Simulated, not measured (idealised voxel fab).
Process module under the name voxel self aligned contacts
Xsec cut, 250 nm wide, square cell size 5 nm.
Cross-section format: a grid of square cells, given as bands from top to bottom; each band is one or more rows of cells. Look at the band entry: it leads with the top's height and the bottom's height in nm. Then it lists the materials left to right, with a width in nm for each. The word "throughout" on a single material says that material fills the band edge to edge. The word "air" is empty space. Height datum 0, below which the as-received substrate wafer is one material. Lowest band open at the bottom, running downward: "0 nm and below". A two-number width, for instance "30->40", indicates that the width is equal to the first number in the top row of the band and to the second number in the bottom row, and that it changes by a constant amount per row of cells. "remained unchanged" for a step: no cell of the cross-section changed in that step. Any empty space of 8 cells or more lacking an open way to the top shows up in "Enclosed void inventory" as width x height at distance, distance from the left edge, in nm. Where a step's line continues beyond its settings, the continuation is a remark by the simulator itself on that step. When a step includes a mask, the "overlay nm" setting on its line states how far to the right of its planned place that mask lay, and negative values state how far to the left.
So here's the lineup of process steps we planned:
1 RECEIVE [material Si]
2 OXIDIZE [depth nm 5]
3 DIRECTIONAL_DEP [material polySi] [thk nm 25]
4 DIRECTIONAL_DEP [material SiN] [thk nm 20]
5 DIRECTIONAL_DEP [material aC] [thk nm 15]
6 PATTERN [tone cover] [mask id GATE] [material resist] [width nm 30] [pitch nm 75] [thk nm 30] [overlay nm 0]
7 DIRECTIONAL_ETCH [etch materials aC] [depth nm 15]
8 STRIP [etch materials resist]
9 DIRECTIONAL_ETCH [etch materials SiN] [depth nm 20]
10 DIRECTIONAL_ETCH [etch materials polySi] [depth nm 25]
11 STRIP [etch materials aC]
12 CONFORMAL_DEP [material SiN] [thk nm 10]
13 DIRECTIONAL_ETCH [etch materials SiN] [depth nm 10]
14 FILL_DEP [material SiO2] [thk nm 15]
15 CMP [height nm 55]
16 DIRECTIONAL_DEP [material aC] [thk nm 15]
17 PATTERN [tone open] [mask id CONTACT] [material resist] [width nm 55] [thk nm 30] [overlay nm 0]
18 DIRECTIONAL_ETCH [etch materials aC] [depth nm 15]
19 STRIP [etch materials resist]
20 DIRECTIONAL_ETCH [etch materials SiO2] [depth nm 60]
21 STRIP [etch materials aC]
22 CONFORMAL_DEP [material TiN] [thk nm 5]
23 FILL_DEP [material W] [thk nm 5]
24 CMP [height nm 55]
25 CONFORMAL_DEP [material SiCN] [thk nm 5]
What follows covers the first of two wafers; it ran as planned:
Here's what the wafer looked like in cross-section when it arrived - that's after step 1:
- 0 nm and below: Si throughout
- Enclosed void inventory: none
The wafer, seen in cross-section, after step 2:
- 0 nm to -5 nm: SiO2 throughout
- Everything below -5 is unchanged.
The wafer, seen in cross-section, after step 3:
- 25 nm to 0 nm: polySi throughout
- Everything below 0 is unchanged.
The wafer, seen in cross-section, after step 4:
- 45 nm to 25 nm: SiN throughout
- Everything below 25 is unchanged.
The wafer, seen in cross-section, after step 5:
- 60 nm to 45 nm: aC throughout
- Everything below 45 is unchanged.
The wafer, seen in cross-section, after step 6:
- 90 nm to 60 nm: 70 air  30 resist  45 air  30 resist  75 air
- Everything below 60 is unchanged.
The wafer, seen in cross-section, after step 7:
- 75 nm to 60 nm: 70 air  30 resist  45 air  30 resist  75 air
- 60 nm to 45 nm: 70 air  30 aC  45 air  30 aC  75 air
- Everything below 45 is unchanged.
The wafer, seen in cross-section, after step 8:
- 60 nm to 45 nm: 70 air  30 aC  45 air  30 aC  75 air
- Everything below 45 is unchanged.
The wafer, seen in cross-section, after step 9:
- 60 nm to 45 nm: 70 air  30 aC  45 air  30 aC  75 air
- 45 nm to 25 nm: 70 air  30 SiN  45 air  30 SiN  75 air
- Everything below 25 is unchanged.
The wafer, seen in cross-section, after step 10:
- 60 nm to 45 nm: 70 air  30 aC  45 air  30 aC  75 air
- 45 nm to 25 nm: 70 air  30 SiN  45 air  30 SiN  75 air
- 25 nm to 0 nm: 70 air  30 polySi  45 air  30 polySi  75 air
- Everything below 0 is unchanged.
The wafer, seen in cross-section, after step 11:
- 45 nm to 25 nm: 70 air  30 SiN  45 air  30 SiN  75 air
- Everything below 25 is unchanged.
The wafer, seen in cross-section, after step 12:
- 55 nm to 25 nm: 60 air  50 SiN  25 air  50 SiN  65 air
- 25 nm to 10 nm: 60 air  10 SiN  30 polySi  10 SiN  25 air  10 SiN  30 polySi  10 SiN  65 air
- 10 nm to 0 nm: 70 SiN  30 polySi  45 SiN  30 polySi  75 SiN
- Everything below 0 is unchanged.
The wafer, seen in cross-section, after step 13:
- 45 nm to 25 nm: 60 air  50 SiN  25 air  50 SiN  65 air
- 25 nm to 0 nm: 60 air  10 SiN  30 polySi  10 SiN  25 air  10 SiN  30 polySi  10 SiN  65 air
- Everything below 0 is unchanged.
The wafer, seen in cross-section, after step 14:
- 60 nm to 45 nm: SiO2 throughout
- 45 nm to 25 nm: 60 SiO2  50 SiN  25 SiO2  50 SiN  65 SiO2
- 25 nm to 0 nm: 60 SiO2  10 SiN  30 polySi  10 SiN  25 SiO2  10 SiN  30 polySi  10 SiN  65 SiO2
- Everything below 0 is unchanged.
The wafer, seen in cross-section, after step 15:
- 55 nm to 45 nm: SiO2 throughout
- Everything below 45 is unchanged.
The wafer, seen in cross-section, after step 16:
- 70 nm to 55 nm: aC throughout
- Everything below 55 is unchanged.
The wafer, seen in cross-section, after step 17:
- 100 nm to 70 nm: 95 resist  55 air  100 resist
- Everything below 70 is unchanged.
The wafer, seen in cross-section, after step 18:
- 85 nm to 70 nm: 95 resist  55 air  100 resist
- 70 nm to 55 nm: 95 aC  55 air  100 aC
- Everything below 55 is unchanged.
The wafer, seen in cross-section, after step 19:
- 70 nm to 55 nm: 95 aC  55 air  100 aC
- Everything below 55 is unchanged.
The wafer, seen in cross-section, after step 20:
- 70 nm to 55 nm: 95 aC  55 air  100 aC
- 55 nm to 45 nm: 95 SiO2  55 air  100 SiO2
- 45 nm to 25 nm: 60 SiO2  50 SiN  25 air  50 SiN  65 SiO2
- 25 nm to 0 nm: 60 SiO2  10 SiN  30 polySi  10 SiN  25 air  10 SiN  30 polySi  10 SiN  65 SiO2
- 0 nm to -5 nm: 110 SiO2  25 air  115 SiO2
- Everything below -5 is unchanged.
The wafer, seen in cross-section, after step 21:
- 55 nm to 45 nm: 95 SiO2  55 air  100 SiO2
- Everything below 45 is unchanged.
The wafer, seen in cross-section, after step 22:
- 60 nm to 55 nm: 100 TiN  45 air  105 TiN
- 55 nm to 45 nm: 95 SiO2  5->20 TiN  45->15 air  5->20 TiN  100 SiO2
- 45 nm to 25 nm: 60 SiO2  50 SiN  5 TiN  15 air  5 TiN  50 SiN  65 SiO2
- 25 nm to 0 nm: 60 SiO2  10 SiN  30 polySi  10 SiN  5 TiN  15 air  5 TiN  10 SiN  30 polySi  10 SiN  65 SiO2
- 0 nm to -5 nm: 110 SiO2  25 TiN  115 SiO2
- Everything below -5 is unchanged.
The wafer, seen in cross-section, after step 23:
- 65 nm to 60 nm: W throughout
- 60 nm to 55 nm: 100 TiN  45 W  105 TiN
- 55 nm to 45 nm: 95 SiO2  5->20 TiN  45->15 W  5->20 TiN  100 SiO2
- 45 nm to 25 nm: 60 SiO2  50 SiN  5 TiN  15 W  5 TiN  50 SiN  65 SiO2
- 25 nm to 0 nm: 60 SiO2  10 SiN  30 polySi  10 SiN  5 TiN  15 W  5 TiN  10 SiN  30 polySi  10 SiN  65 SiO2
- Everything below 0 is unchanged.
The wafer, seen in cross-section, after step 24:
- 55 nm to 45 nm: 95 SiO2  5->20 TiN  45->15 W  5->20 TiN  100 SiO2
- Everything below 45 is unchanged.
The wafer, seen in cross-section, after step 25:
- 60 nm to 55 nm: SiCN throughout
- Everything below 55 is unchanged.
Second Wafer (Identical Start and Plan, One Processing Error; Matches First Wafer Through Step 2):
Second wafer, sectioned view, at step 3's planned end time:
- 50 nm to 0 nm: polySi throughout
- Everything below 0 is unchanged.
Second wafer, sectioned view, at step 4's planned end time:
- 70 nm to 50 nm: SiN throughout
- Everything below 50 is unchanged.
Second wafer, sectioned view, at step 5's planned end time:
- 85 nm to 70 nm: aC throughout
- Everything below 70 is unchanged.
Second wafer, sectioned view, at step 6's planned end time:
- 115 nm to 85 nm: 70 air  30 resist  45 air  30 resist  75 air
- Everything below 85 is unchanged.
Second wafer, sectioned view, at step 7's planned end time:
- 100 nm to 85 nm: 70 air  30 resist  45 air  30 resist  75 air
- 85 nm to 70 nm: 70 air  30 aC  45 air  30 aC  75 air
- Everything below 70 is unchanged.
Second wafer, sectioned view, at step 8's planned end time:
- 85 nm to 70 nm: 70 air  30 aC  45 air  30 aC  75 air
- Everything below 70 is unchanged.
Second wafer, sectioned view, at step 9's planned end time:
- 85 nm to 70 nm: 70 air  30 aC  45 air  30 aC  75 air
- 70 nm to 50 nm: 70 air  30 SiN  45 air  30 SiN  75 air
- Everything below 50 is unchanged.
Second wafer, sectioned view, at step 10's planned end time:
- 85 nm to 70 nm: 70 air  30 aC  45 air  30 aC  75 air
- 70 nm to 50 nm: 70 air  30 SiN  45 air  30 SiN  75 air
- 50 nm to 25 nm: 70 air  30 polySi  45 air  30 polySi  75 air
- Everything below 25 is unchanged.
Second wafer, sectioned view, at step 11's planned end time:
- 70 nm to 50 nm: 70 air  30 SiN  45 air  30 SiN  75 air
- Everything below 50 is unchanged.
Second wafer, sectioned view, at step 12's planned end time:
- 80 nm to 50 nm: 60 air  50 SiN  25 air  50 SiN  65 air
- 50 nm to 35 nm: 60 air  10 SiN  30 polySi  10 SiN  25 air  10 SiN  30 polySi  10 SiN  65 air
- 35 nm to 25 nm: 70 SiN  30 polySi  45 SiN  30 polySi  75 SiN
- Everything below 25 is unchanged.
Second wafer, sectioned view, at step 13's planned end time:
- 70 nm to 50 nm: 60 air  50 SiN  25 air  50 SiN  65 air
- 50 nm to 25 nm: 60 air  10 SiN  30 polySi  10 SiN  25 air  10 SiN  30 polySi  10 SiN  65 air
- Everything below 25 is unchanged.
Second wafer, sectioned view, at step 14's planned end time:
- 85 nm to 70 nm: SiO2 throughout
- 70 nm to 50 nm: 60 SiO2  50 SiN  25 SiO2  50 SiN  65 SiO2
- 50 nm to 25 nm: 60 SiO2  10 SiN  30 polySi  10 SiN  25 SiO2  10 SiN  30 polySi  10 SiN  65 SiO2
- Everything below 25 is unchanged.
Second wafer, sectioned view, at step 15's planned end time:
- 55 nm to 50 nm: 60 SiO2  50 SiN  25 SiO2  50 SiN  65 SiO2
- Everything below 50 is unchanged.
Second wafer, sectioned view, at step 16's planned end time:
- 70 nm to 55 nm: aC throughout
- Everything below 55 is unchanged.
Second wafer, sectioned view, at step 17's planned end time:
- 100 nm to 70 nm: 95 resist  55 air  100 resist
- Everything below 70 is unchanged.
Second wafer, sectioned view, at step 18's planned end time:
- 85 nm to 70 nm: 95 resist  55 air  100 resist
- 70 nm to 55 nm: 95 aC  55 air  100 aC
- Everything below 55 is unchanged.
Second wafer, sectioned view, at step 19's planned end time:
- 70 nm to 55 nm: 95 aC  55 air  100 aC
- Everything below 55 is unchanged.
Second wafer, sectioned view, at step 20's planned end time:
- 70 nm to 55 nm: 95 aC  55 air  100 aC
- 55 nm to 50 nm: 60 SiO2  50 SiN  25 air  50 SiN  65 SiO2
- 50 nm to 25 nm: 60 SiO2  10 SiN  30 polySi  10 SiN  25 air  10 SiN  30 polySi  10 SiN  65 SiO2
- Everything below 25 is unchanged.
Second wafer, sectioned view, at step 21's planned end time:
- 55 nm to 50 nm: 60 SiO2  50 SiN  25 air  50 SiN  65 SiO2
- Everything below 50 is unchanged.
Second wafer, sectioned view, at step 22's planned end time:
- 60 nm to 55 nm: 115 TiN  15 air  120 TiN
- 55 nm to 50 nm: 60 SiO2  50 SiN  5 TiN  15 air  5 TiN  50 SiN  65 SiO2
- 50 nm to 30 nm: 60 SiO2  10 SiN  30 polySi  10 SiN  5 TiN  15 air  5 TiN  10 SiN  30 polySi  10 SiN  65 SiO2
- 30 nm to 25 nm: 60 SiO2  10 SiN  30 polySi  10 SiN  25 TiN  10 SiN  30 polySi  10 SiN  65 SiO2
- Everything below 25 is unchanged.
Second wafer, sectioned view, at step 23's planned end time:
- 65 nm to 60 nm: W throughout
- 60 nm to 55 nm: 115 TiN  15 W  120 TiN
- 55 nm to 50 nm: 60 SiO2  50 SiN  5 TiN  15 W  5 TiN  50 SiN  65 SiO2
- 50 nm to 30 nm: 60 SiO2  10 SiN  30 polySi  10 SiN  5 TiN  15 W  5 TiN  10 SiN  30 polySi  10 SiN  65 SiO2
- Everything below 30 is unchanged.
Second wafer, sectioned view, at step 24's planned end time:
- 55 nm to 50 nm: 60 SiO2  50 SiN  5 TiN  15 W  5 TiN  50 SiN  65 SiO2
- Everything below 50 is unchanged.
Second wafer, sectioned view, at step 25's planned end time:
- 60 nm to 55 nm: SiCN throughout
- Everything below 55 is unchanged.
Plan not followed: step 3 in the plan was executed twice
Wafer comparison, final, in cells, second relative to first, materials more or fewer: SiN -60 | SiO2 -148 | TiN -18 | W -24 | polySi +250
